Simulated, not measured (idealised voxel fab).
voxel self aligned vias: a process module
It is cross-section cut that appears here, measuring 165 nm in width, its square cells being 5 nm in size.
The cross-sections in this document take the form of a grid made of square cells. They are written out as bands, in order from top to bottom. Each band consists of one or more rows of cells.
Heights first: top, then bottom, in nm. Then materials, left to right, each with a width in nm. "everywhere" on a single material: fills the band edge to edge. "blank": empty space.
The level at which height equals 0 is the one under which the wafer, as it arrives, is entirely one material. No lower edge exists for the bottom band, which continues downward and is notated as in "top 0, no bottom".
When a width is written as two numbers, as in "30..40", the first number is the width in the top row of cells of the band and the second is the width in its bottom row, and the width changes by the same amount from each row to the next.
Take "nothing was modified" at face value: in the step it is given for, the cross-section changed in none of its cells.
"Closed internal cavities": empty spaces of 8 cells or more with no open way to the top, each given as width x height at distance, distance from the left edge, all in nm.
Note: text after step settings on the step line = simulator remark on that step.
overlay nm: how far to the right of its planned place the mask lay on this masked step (negative: to the left).
The following list gives the planned process steps
1 RECEIVE (material Si)
2 CONFORMAL_DEP (material SiO2; thk nm 15)
3 CONFORMAL_DEP (material SiCN; thk nm 5)
4 DIRECTIONAL_DEP (material SiO2; thk nm 20)
5 MASKED_ETCH (tone open; mask id LINES; width nm 20; pitch nm 55; etch materials SiO2; depth nm 20; overlay nm 0)
6 CONFORMAL_DEP (material TiN; thk nm 5)
7 FILL_DEP (material Ru; thk nm 5)
8 CMP (height nm 40)
9 SELECTIVE_ETCH (etch materials W Ru TiN; depth nm 5)
10 FILL_DEP (material SiN; thk nm 10)
11 CMP (height nm 40)
12 DIRECTIONAL_DEP (material SiO2; thk nm 20)
13 DIRECTIONAL_DEP (material aC; thk nm 10)
14 PATTERN (tone open; mask id VIAS; material resist; width nm 30; thk nm 30; overlay nm 0)
15 DIRECTIONAL_ETCH (etch materials aC; depth nm 10)
16 STRIP (etch materials resist)
17 DIRECTIONAL_ETCH (etch materials SiO2; depth nm 20)
18 DIRECTIONAL_ETCH (etch materials SiN; depth nm 5)
19 STRIP (etch materials aC)
20 CONFORMAL_DEP (material TiN; thk nm 5)
21 FILL_DEP (material Cu; thk nm 5)
22 CMP (height nm 60)
23 CONFORMAL_DEP (material SiCN; thk nm 5)
The first wafer of two, processed as planned
Cross-section of the wafer upon arrival, representing the state reached after step 1
> top 0, no bottom | Si everywhere
> Closed internal cavities: none
after step 2
> top 15, bottom 0 | SiO2 everywhere
> All layers under 0 are left as they were.
after step 3
> top 20, bottom 15 | SiCN everywhere
> All layers under 15 are left as they were.
after step 4
> top 40, bottom 20 | SiO2 everywhere
> All layers under 20 are left as they were.
after step 5
> top 40, bottom 20 | 45 of SiO2, 20 of blank, 35 of SiO2, 20 of blank, 45 of SiO2
> All layers under 20 are left as they were.
after step 6
> top 45, bottom 40 | 50 of TiN, 10 of blank, 45 of TiN, 10 of blank, 50 of TiN
> top 40, bottom 25 | 45 of SiO2, 5 of TiN, 10 of blank, 5 of TiN, 35 of SiO2, 5 of TiN, 10 of blank, 5 of TiN, 45 of SiO2
> top 25, bottom 20 | 45 of SiO2, 20 of TiN, 35 of SiO2, 20 of TiN, 45 of SiO2
> All layers under 20 are left as they were.
after step 7
> top 50, bottom 45 | Ru everywhere
> top 45, bottom 40 | 50 of TiN, 10 of Ru, 45 of TiN, 10 of Ru, 50 of TiN
> top 40, bottom 25 | 45 of SiO2, 5 of TiN, 10 of Ru, 5 of TiN, 35 of SiO2, 5 of TiN, 10 of Ru, 5 of TiN, 45 of SiO2
> All layers under 25 are left as they were.
after step 8
> top 40, bottom 25 | 45 of SiO2, 5 of TiN, 10 of Ru, 5 of TiN, 35 of SiO2, 5 of TiN, 10 of Ru, 5 of TiN, 45 of SiO2
> All layers under 25 are left as they were.
after step 9
> top 40, bottom 35 | 45 of SiO2, 20 of blank, 35 of SiO2, 20 of blank, 45 of SiO2
> All layers under 35 are left as they were.
after step 10
> top 50, bottom 40 | SiN everywhere
> top 40, bottom 35 | 45 of SiO2, 20 of SiN, 35 of SiO2, 20 of SiN, 45 of SiO2
> All layers under 35 are left as they were.
after step 11
> top 40, bottom 35 | 45 of SiO2, 20 of SiN, 35 of SiO2, 20 of SiN, 45 of SiO2
> All layers under 35 are left as they were.
after step 12
> top 60, bottom 40 | SiO2 everywhere
> All layers under 40 are left as they were.
after step 13
> top 70, bottom 60 | aC everywhere
> All layers under 60 are left as they were.
after step 14
> top 100, bottom 70 | 40 of resist, 30 of blank, 95 of resist
> All layers under 70 are left as they were.
after step 15
> top 90, bottom 70 | 40 of resist, 30 of blank, 95 of resist
> top 70, bottom 60 | 40 of aC, 30 of blank, 95 of aC
> All layers under 60 are left as they were.
after step 16
> top 70, bottom 60 | 40 of aC, 30 of blank, 95 of aC
> All layers under 60 are left as they were.
after step 17
> top 70, bottom 60 | 40 of aC, 30 of blank, 95 of aC
> top 60, bottom 40 | 40 of SiO2, 30 of blank, 95 of SiO2
> All layers under 40 are left as they were.
after step 18
> top 70, bottom 60 | 40 of aC, 30 of blank, 95 of aC
> top 60, bottom 40 | 40 of SiO2, 30 of blank, 95 of SiO2
> top 40, bottom 35 | 45 of SiO2, 20 of blank, 35 of SiO2, 20 of SiN, 45 of SiO2
> All layers under 35 are left as they were.
after step 19
> top 60, bottom 40 | 40 of SiO2, 30 of blank, 95 of SiO2
> All layers under 40 are left as they were.
after step 20
> top 65, bottom 60 | 45 of TiN, 20 of blank, 100 of TiN
> top 60, bottom 45 | 40 of SiO2, 5 of TiN, 20 of blank, 5 of TiN, 95 of SiO2
> top 45, bottom 40 | 40 of SiO2, 10 of TiN, 10 of blank, 10 of TiN, 95 of SiO2
> top 40, bottom 35 | 45 of SiO2, 20 of TiN, 35 of SiO2, 20 of SiN, 45 of SiO2
> All layers under 35 are left as they were.
after step 21
> top 70, bottom 65 | Cu everywhere
> top 65, bottom 60 | 45 of TiN, 20 of Cu, 100 of TiN
> top 60, bottom 45 | 40 of SiO2, 5 of TiN, 20 of Cu, 5 of TiN, 95 of SiO2
> top 45, bottom 40 | 40 of SiO2, 10 of TiN, 10 of Cu, 10 of TiN, 95 of SiO2
> All layers under 40 are left as they were.
after step 22
> top 60, bottom 45 | 40 of SiO2, 5 of TiN, 20 of Cu, 5 of TiN, 95 of SiO2
> All layers under 45 are left as they were.
after step 23
> top 65, bottom 60 | SiCN everywhere
> All layers under 60 are left as they were.
Regarding the second of the two wafers: it shared the first wafer's starting condition and process plan, yet one error occurred during its execution. Its history coincides with that of the first wafer up to and including step 13
Cross-section of the second wafer at the time step 14 of the plan should have ended
> top 100, bottom 70 | 40 of resist, 35 of blank, 90 of resist
> All layers under 70 are left as they were.
Cross-section of the second wafer at the time step 15 of the plan should have ended
> top 90, bottom 70 | 40 of resist, 35 of blank, 90 of resist
> top 70, bottom 60 | 40 of aC, 35 of blank, 90 of aC
> All layers under 60 are left as they were.
Cross-section of the second wafer at the time step 16 of the plan should have ended
> top 70, bottom 60 | 40 of aC, 35 of blank, 90 of aC
> All layers under 60 are left as they were.
Cross-section of the second wafer at the time step 17 of the plan should have ended
> top 70, bottom 60 | 40 of aC, 35 of blank, 90 of aC
> top 60, bottom 40 | 40 of SiO2, 35 of blank, 90 of SiO2
> All layers under 40 are left as they were.
Cross-section of the second wafer at the time step 18 of the plan should have ended
> top 70, bottom 60 | 40 of aC, 35 of blank, 90 of aC
> top 60, bottom 40 | 40 of SiO2, 35 of blank, 90 of SiO2
> top 40, bottom 35 | 45 of SiO2, 20 of blank, 35 of SiO2, 20 of SiN, 45 of SiO2
> All layers under 35 are left as they were.
Cross-section of the second wafer at the time step 19 of the plan should have ended
> top 60, bottom 40 | 40 of SiO2, 35 of blank, 90 of SiO2
> All layers under 40 are left as they were.
Cross-section of the second wafer at the time step 20 of the plan should have ended
> top 65, bottom 60 | 45 of TiN, 25 of blank, 95 of TiN
> top 60, bottom 45 | 40 of SiO2, 5 of TiN, 25 of blank, 5 of TiN, 90 of SiO2
> top 45, bottom 40 | 40 of SiO2, 10 of TiN, 10 of blank, 15 of TiN, 90 of SiO2
> top 40, bottom 35 | 45 of SiO2, 20 of TiN, 35 of SiO2, 20 of SiN, 45 of SiO2
> All layers under 35 are left as they were.
Cross-section of the second wafer at the time step 21 of the plan should have ended
> top 70, bottom 65 | Cu everywhere
> top 65, bottom 60 | 45 of TiN, 25 of Cu, 95 of TiN
> top 60, bottom 45 | 40 of SiO2, 5 of TiN, 25 of Cu, 5 of TiN, 90 of SiO2
> top 45, bottom 40 | 40 of SiO2, 10 of TiN, 10 of Cu, 15 of TiN, 90 of SiO2
> All layers under 40 are left as they were.
Cross-section of the second wafer at the time step 22 of the plan should have ended
> top 60, bottom 45 | 40 of SiO2, 5 of TiN, 25 of Cu, 5 of TiN, 90 of SiO2
> All layers under 45 are left as they were.
Cross-section of the second wafer at the time step 23 of the plan should have ended
> top 65, bottom 60 | SiCN everywhere
> All layers under 60 are left as they were.
Where did the run depart from the plan? step 14 deviated from plan and actually ran as PATTERN (tone open; mask id VIAS; material resist; width nm 35; thk nm 30; overlay nm 0)
Count the cells at the end and the second wafer has more or fewer of some materials than the first: +3 Cu | -4 SiO2 | +1 TiN
